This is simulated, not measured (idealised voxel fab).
Module name: voxel tone inversion (process module)
Each square cell in cross-section cut measures 5 nm, and the section as a whole is 175 nm wide.
A cross-section is a grid of square cells, given in bands from the top down. A band is one or more rows of cells.
What a band's entry tells you: where the top is and where the bottom is, as heights in nm, and after that what lies inside, material by material from left to right, each with its width in nm. Empty space is written as the word "air", and a single material marked with the word "full width" occupies the band from edge to edge.
Height 0 is the level under which the wafer as received is all one material. The lowest band goes on downwards, as in "0 down".
Width spec "30..40" -> top row of cells at first value, bottom row at second value, equal per-row change in between.
Where the words "everything unchanged" appear for a step, the cross-section shows no cell changed by that step; every cell remained as before.
So "Closed internal voids" is basically the list of trapped voids: any empty space of 8 cells or more that can't reach the top through an opening. They're written width x height at distance, the distance being from the left edge, and it's all nm.
Text after the settings on a step's line: the simulator's own remark on that step.
The optional step-line setting "overlay nm" applies to steps with a mask and quantifies how far to the right of its planned location the mask lay, a negative value indicating leftward placement.
### The planned process steps are enumerated hereunder
1,op RECEIVE | material Si
2,op CONFORMAL_DEP | material SiCN | thk nm 10
3,op DIRECTIONAL_DEP | material polySi | thk nm 25
4,op PATTERN | tone cover | mask id POSTS | material resist | width nm 25 | pitch nm 50 | thk nm 35 | overlay nm 0
5,op DIRECTIONAL_ETCH | etch materials polySi | depth nm 25
6,op STRIP | etch materials resist
7,op FILL_DEP | material SiO2 | thk nm 10
8,op CMP | height nm 35
9,op STRIP | etch materials polySi
10,op CONFORMAL_DEP | material TiN | thk nm 5
11,op FILL_DEP | material Cu | thk nm 10
12,op CMP | height nm 35
13,op CONFORMAL_DEP | material SiCN | thk nm 5
### The cross-section here shows the wafer as received, i.e. in its state after step 1
> 0 down  Si full width
> Closed internal voids: none
### End-of-module XS, first of two wafers, run as planned
> 40 to 35  SiCN full width
> 35 to 15  25 of SiO2, 5 of TiN, 15 of Cu, 5 of TiN, 25 of SiO2, 5 of TiN, 15 of Cu, 5 of TiN, 25 of SiO2, 5 of TiN, 15 of Cu, 5 of TiN, 25 of SiO2
> 15 to 10  25 of SiO2, 25 of TiN, 25 of SiO2, 25 of TiN, 25 of SiO2, 25 of TiN, 25 of SiO2
> 10 to 0  SiCN full width
> 0 down  Si full width
> Closed internal voids: none
### Second of two wafers, module complete, sectioned: it shares the first wafer's start and plan but was run with one mistake
> 40 to 35  SiCN full width
> 35 to 15  35 of SiO2, 5 of TiN, 15 of Cu, 5 of TiN, 25 of SiO2, 5 of TiN, 15 of Cu, 5 of TiN, 25 of SiO2, 5 of TiN, 15 of Cu, 5 of TiN, 15 of SiO2
> 15 to 10  35 of SiO2, 25 of TiN, 25 of SiO2, 25 of TiN, 25 of SiO2, 25 of TiN, 15 of SiO2
> 10 to 0  SiCN full width
> 0 down  Si full width
> Closed internal voids: none
Processing error: for step 4, the planned setting was not used; the step was instead run as op PATTERN | tone cover | mask id POSTS | material resist | width nm 25 | pitch nm 50 | thk nm 35 | overlay nm 10
Both wafers, final: cells per material equal; arrangement not.
